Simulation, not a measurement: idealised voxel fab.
Herein follows the process module entitled voxel transistor to metal.
215 nm wide, 5 nm square cells: that's cross-section cut.
Square cells in a grid make up a cross-section in this document, and the grid is given as bands, listed from the top down, each one or more rows of cells.
Band: top and bottom heights (nm) first, top before bottom; then materials from left to right, widths in nm. "throughout" marks a sole material filling the band edge to edge. "empty" denotes empty space.
Height reference: 0 = level under which incoming wafer is all one material. Lowest band: no bottom, runs on downward, e.g. "0 -> down".
The notation "30 to 40" denotes a width that varies across the rows of cells in the band, beginning at the first number in the top row, finishing at the second number in the bottom row, and changing by an identical amount from each row to the next.
"nothing got changed" -> step changed no cross-section cell.
What "Sealed void list" gives you is every empty space of 8 cells or more that is cut off from the top. Each appears as width x height at distance, with the distance taken from the left edge and width, height and distance all in nm.
Read whatever lies past the settings on a step's line as the simulator's own remark about the step.
overlay nm: how far to the right of its planned place the mask lay on this masked step (negative: to the left).

Process steps foreseen in the plan:
1 RECEIVE,material Si
2 OXIDIZE,depth nm 5
3 CONFORMAL_DEP,material SiN,thk nm 15
4 PATTERN,tone cover,mask id ACTIVE,material resist,width nm 100,thk nm 20,overlay nm 0
5 DIRECTIONAL_ETCH,etch materials SiN,depth nm 15
6 DIRECTIONAL_ETCH,etch materials SiO2,depth nm 5
7 DIRECTIONAL_ETCH,etch materials Si,depth nm 20
8 STRIP,etch materials resist
9 FILL_DEP,material SiO2,thk nm 15
10 CMP,height nm 15
11 SELECTIVE_ETCH,etch materials SiO2,depth nm 10
12 STRIP,etch materials SiN
13 SELECTIVE_ETCH,etch materials SiO2,depth nm 5
14 OXIDIZE,depth nm 5
15 DIRECTIONAL_DEP,material polySi,thk nm 20
16 DIRECTIONAL_DEP,material SiCN,thk nm 10
17 PATTERN,tone cover,mask id GATE,material resist,width nm 20,thk nm 15,overlay nm 0
18 DIRECTIONAL_ETCH,etch materials SiCN,depth nm 20
19 DIRECTIONAL_ETCH,etch materials polySi,depth nm 30
20 STRIP,etch materials resist
21 CONFORMAL_DEP,material SiN,thk nm 5
22 DIRECTIONAL_ETCH,etch materials SiN,depth nm 5
23 DIRECTIONAL_ETCH,etch materials SiO2,depth nm 5
24 DIRECTIONAL_ETCH,etch materials Si,depth nm 5
25 EPI,material SiGe,thk nm 5
26 FILL_DEP,material SiO2,thk nm 10
27 CMP,height nm 25
28 DIRECTIONAL_DEP,material SiO2,thk nm 15
29 PATTERN,tone open,mask id CONTACT,material resist,width nm 20,pitch nm 60,thk nm 20,overlay nm 0
30 DIRECTIONAL_ETCH,etch materials SiO2,depth nm 50
31 STRIP,etch materials resist
32 CONFORMAL_DEP,material TiN,thk nm 5
33 FILL_DEP,material W,thk nm 5
34 CMP,height nm 40
35 DIRECTIONAL_DEP,material TiN,thk nm 5
36 DIRECTIONAL_DEP,material Ru,thk nm 20
37 PATTERN,tone cover,mask id METAL_1,material resist,width nm 15,pitch nm 75,thk nm 15,overlay nm 0
38 DIRECTIONAL_ETCH,etch materials Ru,depth nm 20
39 DIRECTIONAL_ETCH,etch materials TiN,depth nm 5
40 STRIP,etch materials resist
41 FILL_DEP,material lowk,thk nm 10
42 CMP,height nm 65
43 CONFORMAL_DEP,material SiN,thk nm 5
Every wafer here starts from the same state; it is the step 29 width nm that distinguishes them, and the value the plan gives belongs to the first wafer.

Received wafers, first of several: cross-section after step 1:
0 -> down  Si throughout
Sealed void list: none

The following table contains a row per wafer, in which are reported, at the conclusion of the module, the cells of each material gained (+) or lost (-) since the wafer's receipt, with its closed voids given thereafter:
width nm 20; +24 Ru; -169 Si; +8 SiCN; +16 SiGe; +57 SiN; +379 SiO2; +50 TiN; +36 W; +185 lowk; +16 polySi; Sealed void list: none
width nm 25; +24 Ru; -169 Si; +8 SiCN; +16 SiGe; +57 SiN; +360 SiO2; +52 TiN; +53 W; +185 lowk; +16 polySi; Sealed void list: none
width nm 30; +24 Ru; -169 Si; +8 SiCN; +16 SiGe; +57 SiN; +341 SiO2; +54 TiN; +70 W; +185 lowk; +16 polySi; Sealed void list: none
width nm 35; +24 Ru; -169 Si; +8 SiCN; +16 SiGe; +57 SiN; +328 SiO2; +56 TiN; +81 W; +185 lowk; +16 polySi; Sealed void list: none
width nm 40; +24 Ru; -169 Si; +8 SiCN; +16 SiGe; +57 SiN; +315 SiO2; +58 TiN; +92 W; +185 lowk; +16 polySi; Sealed void list: none
width nm 45; +24 Ru; -169 Si; +8 SiCN; +16 SiGe; +57 SiN; +304 SiO2; +60 TiN; +101 W; +185 lowk; +16 polySi; Sealed void list: none
